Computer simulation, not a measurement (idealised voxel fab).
Process module name: voxel gate over fins
We display cut, a cross-section 175 nm in width whose square cells are each 5 nm.
Square cells in a grid make up a cross-section in this document, and the grid is given as bands, listed from the top down, each one or more rows of cells. Band: top height; bottom height; in nm. Then, left to right: material with width in nm, for each material. "everywhere": a single material spanning edge to edge. "blank": empty space. Heads up on the height convention: 0 is the point under which the incoming wafer is all one material, and the lowest band has no bottom, it just keeps going down, like "0 nm and below". With a width like "30->40", each row of cells in the band differs from the next by the same amount, the top row carrying the first number and the bottom row the second. Take "everything unchanged" at face value: in the step it is given for, the cross-section changed in none of its cells. Heads up: "Closed voids list" only lists the empty pockets with no open path to the top that are 8 cells or more, and it writes them as width x height at distance, distance from the left edge, in nm. Step line, after settings: the simulator's comment on this step. If you see "overlay nm" on a step's line and that step has a mask, it's telling you how far right of where it was planned the mask ended up; a negative number means it went left instead.
**Process steps foreseen in the plan**
- 1: RECEIVE: material Si
- 2: CONFORMAL_DEP: material SiN, thk nm 5
- 3: DIRECTIONAL_DEP: material aC, thk nm 10
- 4: PATTERN: tone cover, mask id FINS, material resist, width nm 15, pitch nm 40, thk nm 25, overlay nm 0
- 5: DIRECTIONAL_ETCH: etch materials aC, depth nm 10
- 6: STRIP: etch materials resist
- 7: DIRECTIONAL_ETCH: etch materials SiN, depth nm 5
- 8: DIRECTIONAL_ETCH: etch materials Si, depth nm 40
- 9: STRIP: etch materials aC
- 10: FILL_DEP: material SiO2, thk nm 5
- 11: CMP: height nm 5
- 12: SELECTIVE_ETCH: etch materials SiO2, depth nm 20
- 13: STRIP: etch materials SiN
- 14: CONFORMAL_DEP: material HfO2, thk nm 5
- 15: CONFORMAL_DEP: material TiN, thk nm 5
- 16: FILL_DEP: material W, thk nm 15
- 17: CMP: height nm 20
- 18: CONFORMAL_DEP: material SiN, thk nm 5
**First wafer of two (run as planned)**
**The cross-section here shows the wafer as received, i.e. in its state after step 1**
  0 nm and below  Si everywhere
  Closed voids list: none
**Step 2 done - wafer cross-section**
  5 nm to 0 nm  SiN everywhere
  At heights below 0, the structure remains unaltered.
**Step 3 done - wafer cross-section**
  15 nm to 5 nm  aC everywhere
  At heights below 5, the structure remains unaltered.
**Step 4 done - wafer cross-section**
  40 nm to 15 nm  blank 20  resist 15  blank 25  resist 15  blank 25  resist 15  blank 25  resist 15  blank 20
  At heights below 15, the structure remains unaltered.
**Step 5 done - wafer cross-section**
  30 nm to 15 nm  blank 20  resist 15  blank 25  resist 15  blank 25  resist 15  blank 25  resist 15  blank 20
  15 nm to 5 nm  blank 20  aC 15  blank 25  aC 15  blank 25  aC 15  blank 25  aC 15  blank 20
  At heights below 5, the structure remains unaltered.
**Step 6 done - wafer cross-section**
  15 nm to 5 nm  blank 20  aC 15  blank 25  aC 15  blank 25  aC 15  blank 25  aC 15  blank 20
  At heights below 5, the structure remains unaltered.
**Step 7 done - wafer cross-section**
  15 nm to 5 nm  blank 20  aC 15  blank 25  aC 15  blank 25  aC 15  blank 25  aC 15  blank 20
  5 nm to 0 nm  blank 20  SiN 15  blank 25  SiN 15  blank 25  SiN 15  blank 25  SiN 15  blank 20
  At heights below 0, the structure remains unaltered.
**Step 8 done - wafer cross-section**
  15 nm to 5 nm  blank 20  aC 15  blank 25  aC 15  blank 25  aC 15  blank 25  aC 15  blank 20
  5 nm to 0 nm  blank 20  SiN 15  blank 25  SiN 15  blank 25  SiN 15  blank 25  SiN 15  blank 20
  0 nm to -40 nm  blank 20  Si 15  blank 25  Si 15  blank 25  Si 15  blank 25  Si 15  blank 20
  At heights below -40, the structure remains unaltered.
**Step 9 done - wafer cross-section**
  5 nm to 0 nm  blank 20  SiN 15  blank 25  SiN 15  blank 25  SiN 15  blank 25  SiN 15  blank 20
  At heights below 0, the structure remains unaltered.
**Step 10 done - wafer cross-section**
  10 nm to 5 nm  SiO2 everywhere
  5 nm to 0 nm  SiO2 20  SiN 15  SiO2 25  SiN 15  SiO2 25  SiN 15  SiO2 25  SiN 15  SiO2 20
  0 nm to -40 nm  SiO2 20  Si 15  SiO2 25  Si 15  SiO2 25  Si 15  SiO2 25  Si 15  SiO2 20
  At heights below -40, the structure remains unaltered.
**Step 11 done - wafer cross-section**
  5 nm to 0 nm  SiO2 20  SiN 15  SiO2 25  SiN 15  SiO2 25  SiN 15  SiO2 25  SiN 15  SiO2 20
  At heights below 0, the structure remains unaltered.
**Step 12 done - wafer cross-section**
  5 nm to 0 nm  blank 20  SiN 15  blank 25  SiN 15  blank 25  SiN 15  blank 25  SiN 15  blank 20
  0 nm to -15 nm  blank 20  Si 15  blank 25  Si 15  blank 25  Si 15  blank 25  Si 15  blank 20
  At heights below -15, the structure remains unaltered.
**Step 13 done - wafer cross-section**
  0 nm to -15 nm  blank 20  Si 15  blank 25  Si 15  blank 25  Si 15  blank 25  Si 15  blank 20
  At heights below -15, the structure remains unaltered.
**Step 14 done - wafer cross-section**
  5 nm to 0 nm  blank 15  HfO2 25  blank 15  HfO2 25  blank 15  HfO2 25  blank 15  HfO2 25  blank 15
  0 nm to -10 nm  blank 15  HfO2 5  Si 15  HfO2 5  blank 15  HfO2 5  Si 15  HfO2 5  blank 15  HfO2 5  Si 15  HfO2 5  blank 15  HfO2 5  Si 15  HfO2 5  blank 15
  -10 nm to -15 nm  HfO2 20  Si 15  HfO2 25  Si 15  HfO2 25  Si 15  HfO2 25  Si 15  HfO2 20
  At heights below -15, the structure remains unaltered.
**Step 15 done - wafer cross-section**
  10 nm to 5 nm  blank 10  TiN 35  blank 5  TiN 35  blank 5  TiN 35  blank 5  TiN 35  blank 10
  5 nm to 0 nm  blank 10  TiN 5  HfO2 25  TiN 5  blank 5  TiN 5  HfO2 25  TiN 5  blank 5  TiN 5  HfO2 25  TiN 5  blank 5  TiN 5  HfO2 25  TiN 5  blank 10
  0 nm to -5 nm  blank 10  TiN 5  HfO2 5  Si 15  HfO2 5  TiN 5  blank 5  TiN 5  HfO2 5  Si 15  HfO2 5  TiN 5  blank 5  TiN 5  HfO2 5  Si 15  HfO2 5  TiN 5  blank 5  TiN 5  HfO2 5  Si 15  HfO2 5  TiN 5  blank 10
  -5 nm to -10 nm  TiN 15  HfO2 5  Si 15  HfO2 5  TiN 15  HfO2 5  Si 15  HfO2 5  TiN 15  HfO2 5  Si 15  HfO2 5  TiN 15  HfO2 5  Si 15  HfO2 5  TiN 15
  At heights below -10, the structure remains unaltered.
**Step 16 done - wafer cross-section**
  25 nm to 10 nm  W everywhere
  10 nm to 5 nm  W 10  TiN 35  W 5  TiN 35  W 5  TiN 35  W 5  TiN 35  W 10
  5 nm to 0 nm  W 10  TiN 5  HfO2 25  TiN 5  W 5  TiN 5  HfO2 25  TiN 5  W 5  TiN 5  HfO2 25  TiN 5  W 5  TiN 5  HfO2 25  TiN 5  W 10
  0 nm to -5 nm  W 10  TiN 5  HfO2 5  Si 15  HfO2 5  TiN 5  W 5  TiN 5  HfO2 5  Si 15  HfO2 5  TiN 5  W 5  TiN 5  HfO2 5  Si 15  HfO2 5  TiN 5  W 5  TiN 5  HfO2 5  Si 15  HfO2 5  TiN 5  W 10
  At heights below -5, the structure remains unaltered.
**Step 17 done - wafer cross-section**
  20 nm to 10 nm  W everywhere
  At heights below 10, the structure remains unaltered.
**Step 18 done - wafer cross-section**
  25 nm to 20 nm  SiN everywhere
  At heights below 20, the structure remains unaltered.
**Regarding the second of the two wafers: it shared the first wafer's starting condition and process plan, yet one error occurred during its execution. Its history coincides with that of the first wafer up to and including step 13**
**when step 14 should have ended**
  15 nm to 0 nm  blank 5  HfO2 165  blank 5
  0 nm to -15 nm  HfO2 20  Si 15  HfO2 25  Si 15  HfO2 25  Si 15  HfO2 25  Si 15  HfO2 20
  At heights below -15, the structure remains unaltered.
**when step 15 should have ended**
  20 nm to 15 nm  TiN everywhere
  15 nm to 0 nm  TiN 5  HfO2 165  TiN 5
  At heights below 0, the structure remains unaltered.
**when step 16 should have ended**
  35 nm to 20 nm  W everywhere
  At heights below 20, the structure remains unaltered.
**when step 17 should have ended**
  20 nm to 15 nm  TiN everywhere
  At heights below 15, the structure remains unaltered.
**when step 18 should have ended**
  25 nm to 20 nm  SiN everywhere
  At heights below 20, the structure remains unaltered.
Error vs. plan: not per plan at step 14, really ran CONFORMAL_DEP: material HfO2, thk nm 15
Final wafer comparison in cells, second versus first, more or fewer per material: 109 more of HfO2, 18 fewer of TiN, 91 fewer of W
